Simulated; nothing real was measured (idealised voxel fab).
You're looking at the process module voxel wiring stack.
For reference, the cross-section in this document is cut, with width 195 nm and square cells of 5 nm.
Cross-sections here: square-cell grids, written as top-down lists of bands, a band being one or more rows of cells. Top, bottom (nm), then materials left to right with widths (nm); lone material tagged "all across" fills the whole band edge to edge; "blank" = empty space. Zero point of the height axis is 0; under it, received wafer = one material. Lowest band: continues down indefinitely, "z 0 and below". The width entry "30->40" should be interpreted row by row: the top row of cells in the band takes the first number, the bottom row takes the second number, and the change between adjacent rows is uniform throughout. Given "left unchanged" for a step, no cell of the cross-section differs between before and after that step. Heads up: "Enclosed internal voids" only lists the empty pockets with no open path to the top that are 8 cells or more, and it writes them as width x height at distance, distance from the left edge, in nm. Text after the settings on a step's line: the simulator's own remark on that step. "overlay nm" on a masked step: distance the mask lay right of its planned place, negative for left.
Plan
step 1: RECEIVE: material Si
step 2: CONFORMAL_DEP: material SiO2, thk nm 10
step 3: CONFORMAL_DEP: material SiCN, thk nm 5
step 4: DIRECTIONAL_DEP: material SiO2, thk nm 15
step 5: PATTERN: tone open, mask id METAL_1, material resist, width nm 25, pitch nm 55, thk nm 15, overlay nm 0
step 6: DIRECTIONAL_ETCH: etch materials SiO2, depth nm 15
step 7: DIRECTIONAL_ETCH: etch materials SiCN, depth nm 5
step 8: STRIP: etch materials resist
step 9: CONFORMAL_DEP: material TiN, thk nm 5
step 10: FILL_DEP: material W, thk nm 5
step 11: CMP: height nm 30
step 12: CONFORMAL_DEP: material SiCN, thk nm 5
step 13: DIRECTIONAL_DEP: material lowk, thk nm 15
step 14: PATTERN: tone open, mask id PLUG_1, material resist, width nm 15, pitch nm 55, thk nm 15, overlay nm 0
step 15: DIRECTIONAL_ETCH: etch materials lowk, depth nm 15
step 16: DIRECTIONAL_ETCH: etch materials SiCN, depth nm 5
step 17: STRIP: etch materials resist
step 18: CONFORMAL_DEP: material TiN, thk nm 5
step 19: FILL_DEP: material Ru, thk nm 10
step 20: CMP: height nm 50
step 21: DIRECTIONAL_DEP: material TiN, thk nm 5
step 22: DIRECTIONAL_DEP: material W, thk nm 15
step 23: DIRECTIONAL_DEP: material aC, thk nm 10
step 24: PATTERN: tone cover, mask id METAL_2, material resist, width nm 25, pitch nm 55, thk nm 25, overlay nm 0
step 25: DIRECTIONAL_ETCH: etch materials aC, depth nm 10
step 26: STRIP: etch materials resist
step 27: DIRECTIONAL_ETCH: etch materials W, depth nm 15
step 28: DIRECTIONAL_ETCH: etch materials TiN, depth nm 5
step 29: STRIP: etch materials aC
step 30: CONFORMAL_DEP: material SiN, thk nm 5
step 31: FILL_DEP: material SiO2, thk nm 5
step 32: CMP: height nm 70
step 33: CONFORMAL_DEP: material SiCN, thk nm 5
step 34: DIRECTIONAL_DEP: material lowk, thk nm 25
step 35: MASKED_ETCH: tone open, mask id METAL_3_HOLES, width nm 15, etch materials lowk, depth nm 25, overlay nm 0
step 36: PATTERN: tone open, mask id METAL_3, material resist, width nm 25, pitch nm 55, thk nm 20, overlay nm 0
step 37: DIRECTIONAL_ETCH: etch materials lowk, depth nm 15
step 38: DIRECTIONAL_ETCH: etch materials SiCN, depth nm 5
step 39: STRIP: etch materials resist
step 40: CONFORMAL_DEP: material TiN, thk nm 5
step 41: FILL_DEP: material Cu, thk nm 10
step 42: CMP: height nm 100
step 43: CONFORMAL_DEP: material SiCN, thk nm 5
So this is the incoming wafer in cross-section - it's already been through step 1
z 0 and below  Si all across
Enclosed internal voids: none
As-planned run: cross-section of the first of two wafers at end of module
z 105 to 100  SiCN all across
z 100 to 90  lowk=55 / TiN=5 / Cu=15 / TiN=5 / lowk=30 / TiN=5 / Cu=15 / TiN=5 / lowk=60
z 90 to 85  lowk=55 / TiN=5 / Cu=5 / TiN=15 / lowk=30 / TiN=25 / lowk=60
z 85 to 75  lowk=55 / TiN=5 / Cu=5 / TiN=5 / lowk=125
z 75 to 70  SiCN=55 / TiN=15 / SiCN=125
z 70 to 55  SiO2=50 / SiN=5 / W=25 / SiN=5 / SiO2=20 / SiN=5 / W=25 / SiN=5 / SiO2=55
z 55 to 50  SiN=55 / TiN=25 / SiN=30 / TiN=25 / SiN=60
z 50 to 35  lowk=55 / TiN=5 / Ru=5 / TiN=5 / lowk=40 / TiN=5 / Ru=5 / TiN=5 / lowk=70
z 35 to 30  SiCN=55 / TiN=15 / SiCN=40 / TiN=15 / SiCN=70
z 30 to 15  SiO2=55 / TiN=5 / W=15 / TiN=5 / SiO2=30 / TiN=5 / W=15 / TiN=5 / SiO2=60
z 15 to 10  SiCN=55 / TiN=25 / SiCN=30 / TiN=25 / SiCN=60
z 10 to 0  SiO2 all across
z 0 and below  Si all across
Enclosed internal voids: none
Now the second wafer, cross-sectioned at the end of the module. Nothing different at the start, nothing different in the plan compared with the first, just one mistake when it was actually run
z 105 to 100  SiCN all across
z 100 to 90  lowk=50 / TiN=5 / Cu=15 / TiN=5 / lowk=30 / TiN=5 / Cu=15 / TiN=5 / lowk=65
z 90 to 85  lowk=50 / TiN=10 / Cu=5 / TiN=10 / lowk=30 / TiN=25 / lowk=65
z 85 to 75  lowk=55 / TiN=5 / Cu=5 / TiN=5 / lowk=125
z 75 to 70  SiCN=55 / TiN=15 / SiCN=125
z 70 to 55  SiO2=50 / SiN=5 / W=25 / SiN=5 / SiO2=20 / SiN=5 / W=25 / SiN=5 / SiO2=55
z 55 to 50  SiN=55 / TiN=25 / SiN=30 / TiN=25 / SiN=60
z 50 to 35  lowk=55 / TiN=5 / Ru=5 / TiN=5 / lowk=40 / TiN=5 / Ru=5 / TiN=5 / lowk=70
z 35 to 30  SiCN=55 / TiN=15 / SiCN=40 / TiN=15 / SiCN=70
z 30 to 15  SiO2=55 / TiN=5 / W=15 / TiN=5 / SiO2=30 / TiN=5 / W=15 / TiN=5 / SiO2=60
z 15 to 10  SiCN=55 / TiN=25 / SiCN=30 / TiN=25 / SiCN=60
z 10 to 0  SiO2 all across
z 0 and below  Si all across
Enclosed internal voids: none
Error vs. plan: not per plan at step 36, really ran PATTERN: tone open, mask id METAL_3, material resist, width nm 25, pitch nm 55, thk nm 20, overlay nm -5
If you tally the cells, the second wafer ends up with the same amount of every material as the first; it's all just sitting in different places.
